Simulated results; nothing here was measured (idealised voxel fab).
Name of the process module below: voxel wiring stack
The cross-section shown here is cut; it is 240 nm wide and divided into square cells measuring 5 nm on a side.
In this document a cross-section is written as a grid of square cells. It is given as a series of bands, listed from the top down, and a band is one or more rows of cells.
For a band, the entry starts with two heights in nm, that of the top and then that of the bottom, and carries on with the band's materials in order from left to right, each alongside its width in nm; the word "throughout" beside a single material means it fills the band edge to edge, and "air" means empty space.
Height datum 0, below which the as-received substrate wafer is one material. Lowest band open at the bottom, running downward: "z 0 and below".
Top row gets the first number, bottom row gets the second, and each row in between changes by the same step: that is how a band width like "30 to 40" works.
What does "no modifications" mean for a step? It means no cell of the cross-section changed in that step.
"Closed internal cavities" - sealed voids, min. 8 cells, no opening to top; format: width x height at distance (distance from left edge; nm throughout).
Text after the settings on a step's line: the simulator's own remark on that step.
The setting "overlay nm" may be written on the line of a step. When the step uses a mask, the value reports how far to the right of the planned place the mask lay, and a negative value reports that it lay to the left.

-- Process steps (planned)
- 1: RECEIVE (material Si)
- 2: CONFORMAL_DEP (material SiO2; thk nm 15)
- 3: DIRECTIONAL_DEP (material TiN; thk nm 5)
- 4: DIRECTIONAL_DEP (material W; thk nm 20)
- 5: DIRECTIONAL_DEP (material aC; thk nm 15)
- 6: PATTERN (tone cover; mask id METAL_1; material resist; width nm 20; pitch nm 40; thk nm 35; overlay nm 0)
- 7: DIRECTIONAL_ETCH (etch materials aC; depth nm 15)
- 8: STRIP (etch materials resist)
- 9: DIRECTIONAL_ETCH (etch materials W; depth nm 20)
- 10: DIRECTIONAL_ETCH (etch materials TiN; depth nm 5)
- 11: STRIP (etch materials aC)
- 12: CONFORMAL_DEP (material SiCN; thk nm 5)
- 13: FILL_DEP (material lowk; thk nm 5)
- 14: CMP (height nm 40)
- 15: CONFORMAL_DEP (material SiCN; thk nm 5)
- 16: DIRECTIONAL_DEP (material lowk; thk nm 20)
- 17: DIRECTIONAL_DEP (material aC; thk nm 15)
- 18: PATTERN (tone open; mask id PLUG_1; material resist; width nm 15; pitch nm 40; thk nm 30; overlay nm 0)
- 19: DIRECTIONAL_ETCH (etch materials aC; depth nm 15)
- 20: STRIP (etch materials resist)
- 21: DIRECTIONAL_ETCH (etch materials lowk; depth nm 20)
- 22: DIRECTIONAL_ETCH (etch materials SiCN; depth nm 5)
- 23: STRIP (etch materials aC)
- 24: EPI (material Ru; thk nm 10)
- 25: EPI (material Ru; thk nm 10)
- 26: EPI (material Ru; thk nm 5)
- 27: DIRECTIONAL_DEP (material TiN; thk nm 5)
- 28: DIRECTIONAL_DEP (material Ru; thk nm 15)
- 29: DIRECTIONAL_DEP (material aC; thk nm 10)
- 30: PATTERN (tone cover; mask id METAL_2; material resist; width nm 20; pitch nm 40; thk nm 30; overlay nm 0)
- 31: DIRECTIONAL_ETCH (etch materials aC; depth nm 10)
- 32: STRIP (etch materials resist)
- 33: DIRECTIONAL_ETCH (etch materials Ru; depth nm 15)
- 34: DIRECTIONAL_ETCH (etch materials TiN; depth nm 5)
- 35: STRIP (etch materials aC)
- 36: FILL_DEP (material SiO2; thk nm 10)
- 37: CMP (height nm 85)
- 38: CONFORMAL_DEP (material SiN; thk nm 5)

-- Shown in cross-section is the wafer as received, that is, as it stands after step 1
z 0 and below  Si throughout
Closed internal cavities: none

-- The plan above was carried out on the starting structure above with one mistake, and this cross-section shows the wafer at the end of the module
z 90 to 85  SiN throughout
z 85 to 80  50 of SiO2 / 20 of Ru / 20 of SiO2 / 20 of Ru / 20 of SiO2 / 20 of Ru / 20 of SiO2 / 20 of Ru / 50 of SiO2
z 80 to 75  50 of SiO2 / 20 of TiN / 20 of SiO2 / 20 of TiN / 20 of SiO2 / 20 of TiN / 20 of SiO2 / 20 of TiN / 50 of SiO2
z 75 to 65  40 of SiO2 / 35 of Ru / 5 of SiO2 / 35 of Ru / 5 of SiO2 / 35 of Ru / 5 of SiO2 / 35 of Ru / 45 of SiO2
z 65 to 45  50 of lowk / 15 of Ru / 25 of lowk / 15 of Ru / 25 of lowk / 15 of Ru / 25 of lowk / 15 of Ru / 55 of lowk
z 45 to 40  50 of SiCN / 15 of Ru / 25 of SiCN / 15 of Ru / 25 of SiCN / 15 of Ru / 25 of SiCN / 15 of Ru / 55 of SiCN
z 40 to 20  45 of lowk / 5 of SiCN / 20 of W / 5 of SiCN / 10 of lowk / 5 of SiCN / 20 of W / 5 of SiCN / 10 of lowk / 5 of SiCN / 20 of W / 5 of SiCN / 10 of lowk / 5 of SiCN / 20 of W / 5 of SiCN / 45 of lowk
z 20 to 15  50 of SiCN / 20 of TiN / 20 of SiCN / 20 of TiN / 20 of SiCN / 20 of TiN / 20 of SiCN / 20 of TiN / 50 of SiCN
z 15 to 0  SiO2 throughout
z 0 and below  Si throughout
Closed internal cavities: none
What was done differently from what was planned? ran twice: one of 24 and 25, identical steps, cannot tell which
